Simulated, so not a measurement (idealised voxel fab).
The following process module bears the name voxel capacitor over wiring.
In the cross-section labelled cut, the width is 260 nm and each square cell is 5 nm.
Heads up, the way a cross-section reads in here is a grid of square cells, handed over as bands from the top down, with every band being one or more rows of cells.
Band: top height; bottom height; in nm. Then, left to right: material with width in nm, for each material. "all across": a single material spanning edge to edge. "blank": empty space.
Heights are expressed relative to 0, this being the level below which the as-received wafer comprises one material exclusively. The lowest band is unbounded in the downward direction and is denoted as in "z 0 and below".
Width spec "30 to 40" -> top row of cells at first value, bottom row at second value, equal per-row change in between.
Where the words "remains unaltered" appear for a step, the cross-section shows no cell changed by that step; every cell remained as before.
Sealed internal cavities: empty space of 8 cells or more with no open way to the top, each as width x height at its distance from the left edge, in nm
The remark found on a step's line after its settings is issued by the simulator itself and pertains to that step.
"overlay nm", when on a step's line for a step with a mask, measures how far to the right of its planned place the mask lay; a negative measure means to the left.

[plan]
step 1: RECEIVE, material Si
step 2: CONFORMAL_DEP, material SiO2, thk nm 10
step 3: CONFORMAL_DEP, material SiN, thk nm 5
step 4: DIRECTIONAL_DEP, material lowk, thk nm 25
step 5: DIRECTIONAL_DEP, material aC, thk nm 15
step 6: PATTERN, tone open, mask id METAL_1, material resist, width nm 20, pitch nm 80, thk nm 30, overlay nm 0
step 7: DIRECTIONAL_ETCH, etch materials aC, depth nm 15
step 8: STRIP, etch materials resist
step 9: DIRECTIONAL_ETCH, etch materials lowk, depth nm 25
step 10: DIRECTIONAL_ETCH, etch materials SiN, depth nm 5
step 11: STRIP, etch materials aC
step 12: CONFORMAL_DEP, material TiN, thk nm 5
step 13: FILL_DEP, material Cu, thk nm 5
step 14: CMP, height nm 40
step 15: CONFORMAL_DEP, material SiCN, thk nm 5
step 16: DIRECTIONAL_DEP, material SiO2, thk nm 20
step 17: PATTERN, tone open, mask id PLUG_1, material resist, width nm 15, thk nm 20, overlay nm 0
step 18: DIRECTIONAL_ETCH, etch materials SiO2, depth nm 20
step 19: DIRECTIONAL_ETCH, etch materials SiCN, depth nm 5
step 20: STRIP, etch materials resist
step 21: EPI, material Ru, thk nm 10
step 22: EPI, material Ru, thk nm 10
step 23: EPI, material Ru, thk nm 5
step 24: DIRECTIONAL_DEP, material TiN, thk nm 5
step 25: DIRECTIONAL_DEP, material Al2O3, thk nm 5
step 26: DIRECTIONAL_DEP, material TiN, thk nm 5
step 27: PATTERN, tone cover, mask id UPPER_PLATE, material resist, width nm 65, thk nm 20, overlay nm 0
step 28: DIRECTIONAL_ETCH, etch materials TiN, depth nm 5
step 29: DIRECTIONAL_ETCH, etch materials Al2O3, depth nm 5
step 30: STRIP, etch materials resist
step 31: DIRECTIONAL_DEP, material aC, thk nm 10
step 32: PATTERN, tone cover, mask id LOWER_PLATE, material resist, width nm 75, thk nm 25, overlay nm 0
step 33: DIRECTIONAL_ETCH, etch materials aC, depth nm 10
step 34: STRIP, etch materials resist
step 35: DIRECTIONAL_ETCH, etch materials TiN, depth nm 5
step 36: STRIP, etch materials aC
step 37: FILL_DEP, material SiO2, thk nm 20
step 38: CMP, height nm 95
step 39: DIRECTIONAL_DEP, material aC, thk nm 15
step 40: PATTERN, tone open, mask id PLUG_2, material resist, width nm 15, thk nm 30, overlay nm 0
step 41: DIRECTIONAL_ETCH, etch materials aC, depth nm 15
step 42: STRIP, etch materials resist
step 43: DIRECTIONAL_ETCH, etch materials SiO2, depth nm 15
step 44: STRIP, etch materials aC
step 45: CONFORMAL_DEP, material TiN, thk nm 5
step 46: FILL_DEP, material Cu, thk nm 10
step 47: CMP, height nm 95
step 48: CONFORMAL_DEP, material SiN, thk nm 5

[Cross-sectional view of the wafer in its as-received condition, corresponding to the state after step 1]
    z 0 and below | Si all across
    Sealed internal cavities: none

[The first of the two wafers as seen in cross-section once the module was finished; processing followed the plan]
    z 100 to 95 | SiN all across
    z 95 to 85 | SiO2: 95; TiN: 5; Cu: 5; TiN: 5; SiO2: 150
    z 85 to 75 | SiO2: 95 to 85; TiN: 15 to 65; SiO2: 150 to 110
    z 75 to 70 | SiO2: 85; Al2O3: 65; SiO2: 110
    z 70 to 65 | SiO2: 80; TiN: 75; SiO2: 105
    z 65 to 45 | SiO2: 85; Ru: 15; SiO2: 160
    z 45 to 40 | SiCN: 85; Ru: 15; SiCN: 160
    z 40 to 15 | lowk: 80; TiN: 5; Cu: 10; TiN: 5; lowk: 60; TiN: 5; Cu: 10; TiN: 5; lowk: 80
    z 15 to 10 | SiN: 80; TiN: 20; SiN: 60; TiN: 20; SiN: 80
    z 10 to 0 | SiO2 all across
    z 0 and below | Si all across
    Sealed internal cavities: none

[So this is wafer number two of the two, cut at the end of the module - it started where the first did and had the same plan, we just got one thing wrong running it]
    z 100 to 95 | SiN all across
    z 95 to 85 | SiO2: 95; TiN: 5; Cu: 5; TiN: 5; SiO2: 150
    z 85 to 75 | SiO2: 95 to 85; TiN: 15 to 65; SiO2: 150 to 110
    z 75 to 70 | SiO2: 85; Al2O3: 65; SiO2: 110
    z 70 to 65 | SiCN all across
    z 65 to 45 | SiO2: 85; Ru: 15; SiO2: 160
    z 45 to 40 | SiCN: 85; Ru: 15; SiCN: 160
    z 40 to 15 | lowk: 80; TiN: 5; Cu: 10; TiN: 5; lowk: 60; TiN: 5; Cu: 10; TiN: 5; lowk: 80
    z 15 to 10 | SiN: 80; TiN: 20; SiN: 60; TiN: 20; SiN: 80
    z 10 to 0 | SiO2 all across
    z 0 and below | Si all across
    Sealed internal cavities: none
In executing the process, a mistake was made relative to the plan: note that step 24 departed from the planned setting and was carried out as DIRECTIONAL_DEP, material SiCN, thk nm 5
Final difference in cells, second wafer against first, listed per material as more or fewer: +52 SiCN, -37 SiO2, -15 TiN
